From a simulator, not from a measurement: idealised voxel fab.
A process module follows: voxel capacitor over wiring.
Square cell edge 5 nm, section width 300 nm, ID cut.
In what follows, cross-sections appear as grids of square cells, described through bands that run from the top down, where every band is one or more rows of cells. Within each band entry, the heights of the top and of the bottom of the band appear first, in that order and in nm; the materials of the band then follow from left to right, each with its corresponding width in nm. The designation "throughout" on a single material indicates that it fills the band from edge to edge; the designation "air" indicates empty space. Below 0: as-received wafer, all one material; heights counted from there. Lowest band: no bottom, goes on down, written "0 nm and below". The notation "30->40" denotes a width that varies across the rows of cells in the band, beginning at the first number in the top row, finishing at the second number in the bottom row, and changing by an identical amount from each row to the next. "changes: none" means the step left every cell of the cross-section as it was. Heads up: "Sealed cavities" only lists the empty pockets with no open path to the top that are 8 cells or more, and it writes them as width x height at distance, distance from the left edge, in nm. If you see something after the settings on a step's line, that's the simulator's own remark about that step. Each step line may optionally specify "overlay nm", which for a step with a mask gives the rightward distance between the mask's planned place and where it lay, a negative value indicating the leftward direction.
**Process steps foreseen in the plan**
1: RECEIVE (material Si)
2: CONFORMAL_DEP (material SiO2; thk nm 15)
3: DIRECTIONAL_DEP (material TiN; thk nm 5)
4: DIRECTIONAL_DEP (material W; thk nm 20)
5: PATTERN (tone cover; mask id METAL_1; material resist; width nm 25; pitch nm 75; thk nm 20; overlay nm 0)
6: DIRECTIONAL_ETCH (etch materials W; depth nm 20)
7: DIRECTIONAL_ETCH (etch materials TiN; depth nm 5)
8: STRIP (etch materials resist)
9: CONFORMAL_DEP (material SiN; thk nm 5)
10: FILL_DEP (material lowk; thk nm 10)
11: CMP (height nm 40)
12: CONFORMAL_DEP (material SiCN; thk nm 5)
13: DIRECTIONAL_DEP (material SiO2; thk nm 20)
14: MASKED_ETCH (tone open; mask id PLUG_1; width nm 15; etch materials SiO2; depth nm 20; overlay nm 0)
15: MASKED_ETCH (tone open; mask id PLUG_1; width nm 15; etch materials SiCN; depth nm 5; overlay nm 0)
16: EPI (material Ru; thk nm 10)
17: EPI (material Ru; thk nm 10)
18: EPI (material Ru; thk nm 5)
19: DIRECTIONAL_DEP (material TiN; thk nm 10)
20: DIRECTIONAL_DEP (material HfO2; thk nm 5)
21: DIRECTIONAL_DEP (material TiN; thk nm 10)
22: MASKED_ETCH (tone cover; mask id UPPER_PLATE; width nm 55; etch materials TiN; depth nm 10; overlay nm -15)
23: MASKED_ETCH (tone cover; mask id UPPER_PLATE; width nm 55; etch materials HfO2; depth nm 5; overlay nm 0)
24: DIRECTIONAL_DEP (material aC; thk nm 15)
25: PATTERN (tone cover; mask id LOWER_PLATE; material resist; width nm 65; thk nm 35; overlay nm 0)
26: DIRECTIONAL_ETCH (etch materials aC; depth nm 15)
27: STRIP (etch materials resist)
28: DIRECTIONAL_ETCH (etch materials TiN; depth nm 10)
29: STRIP (etch materials aC)
30: FILL_DEP (material SiO2; thk nm 20)
31: CMP (height nm 105)
32: DIRECTIONAL_DEP (material aC; thk nm 10)
33: PATTERN (tone open; mask id PLUG_2; material resist; width nm 15; thk nm 25; overlay nm 0)
34: DIRECTIONAL_ETCH (etch materials aC; depth nm 10)
35: STRIP (etch materials resist)
36: DIRECTIONAL_ETCH (etch materials SiO2; depth nm 15)
37: STRIP (etch materials aC)
38: CONFORMAL_DEP (material TiN; thk nm 5)
39: FILL_DEP (material W; thk nm 5)
40: CMP (height nm 105)
41: CONFORMAL_DEP (material SiCN; thk nm 5)
All wafers enter the flow in the same state. The overlay nm at step 22 differs from wafer to wafer, and the plan gives the value for the first wafer.
**The as-received cross-section of the first of several wafers corresponds to the state after step 1**
> 0 nm and below  Si throughout
> Sealed cavities: none
**Take any row and you have a wafer at the end of the module: how many cells of each material it has gained (+) or lost (-) since it was received, and then its closed voids**
overlay nm -15; +14 HfO2; +15 Ru; +117 SiCN; +66 SiN; +817 SiO2; +65 TiN; +42 W; +184 lowk; Sealed cavities: none
overlay nm -10; +13 HfO2; +15 Ru; +117 SiCN; +66 SiN; +818 SiO2; +65 TiN; +42 W; +184 lowk; Sealed cavities: none
overlay nm -5; +12 HfO2; +15 Ru; +117 SiCN; +66 SiN; +819 SiO2; +65 TiN; +42 W; +184 lowk; Sealed cavities: none
overlay nm 0; +11 HfO2; +15 Ru; +117 SiCN; +66 SiN; +820 SiO2; +65 TiN; +42 W; +184 lowk; Sealed cavities: none
overlay nm 5; +12 HfO2; +15 Ru; +117 SiCN; +66 SiN; +819 SiO2; +65 TiN; +42 W; +184 lowk; Sealed cavities: none
overlay nm 10; +13 HfO2; +15 Ru; +117 SiCN; +66 SiN; +818 SiO2; +65 TiN; +42 W; +184 lowk; Sealed cavities: none
overlay nm 15; +14 HfO2; +15 Ru; +117 SiCN; +66 SiN; +817 SiO2; +65 TiN; +42 W; +184 lowk; Sealed cavities: none
